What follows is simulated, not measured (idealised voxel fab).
Proc. module: voxel lift off
This is section cut - it's 220 nm across, gridded in 5 nm square cells.
If you're reading a cross-section in this doc, picture square cells in a grid; it comes to you as bands, top ones listed first down to the bottom, and a band can be one or more rows of cells.
Read a band's entry like this: the first values are the height of its top and the height of its bottom in nm, and what follows is the sequence of materials from left to right, each with its width in nm. Note that "blank" is empty space, and that a single material marked "full width" reaches across the band from edge to edge.
A quick word on heights: they are counted from 0, and under that level the wafer as it came to us is one material throughout. The lowest band is different from the rest in having no bottom; it simply continues downward, written as in "0 and below".
Top row gets the first number, bottom row gets the second, and each row in between changes by the same step: that is how a band width like "30 to 40" works.
Take "no modification" at face value: in the step it is given for, the cross-section changed in none of its cells.
If an empty space has no open way to the top and is at least 8 cells in size, "closed voids" lists it, written width x height at distance, where distance is measured from the left edge and every value is in nm.
Read whatever lies past the settings on a step's line as the simulator's own remark about the step.
overlay nm: how far to the right of its planned place the mask lay on this masked step (negative: to the left).
-- So here's the lineup of process steps we planned
| 1 | RECEIVE,material Si |
| 2 | CONFORMAL_DEP,material Al2O3,thk nm 10 |
| 3 | PATTERN,tone open,mask id LINES,material resist,width nm 20,pitch nm 45,thk nm 25,overlay nm 0 |
| 4 | DIRECTIONAL_DEP,material Ru,thk nm 15 |
| 5 | STRIP,etch materials resist |
| 6 | CONFORMAL_DEP,material SiO2,thk nm 5 |
Split variable: width nm, step 3. Plan value = first wafer. Wafers start alike.
-- Cross-section of the first incoming wafer of several, state after step 1
* 0 and below = Si full width
* closed voids: none
-- So in this table every wafer gets its own row, and what you see is where it stands at the end of the module: for each material, how many cells it picked up (+) or gave up (-) since we received it, and after that its closed voids
width nm 20; +88 Al2O3; +24 Ru; +56 SiO2; closed voids: none
width nm 25; +88 Al2O3; +30 Ru; +56 SiO2; closed voids: none
width nm 30; +88 Al2O3; +36 Ru; +56 SiO2; closed voids: none
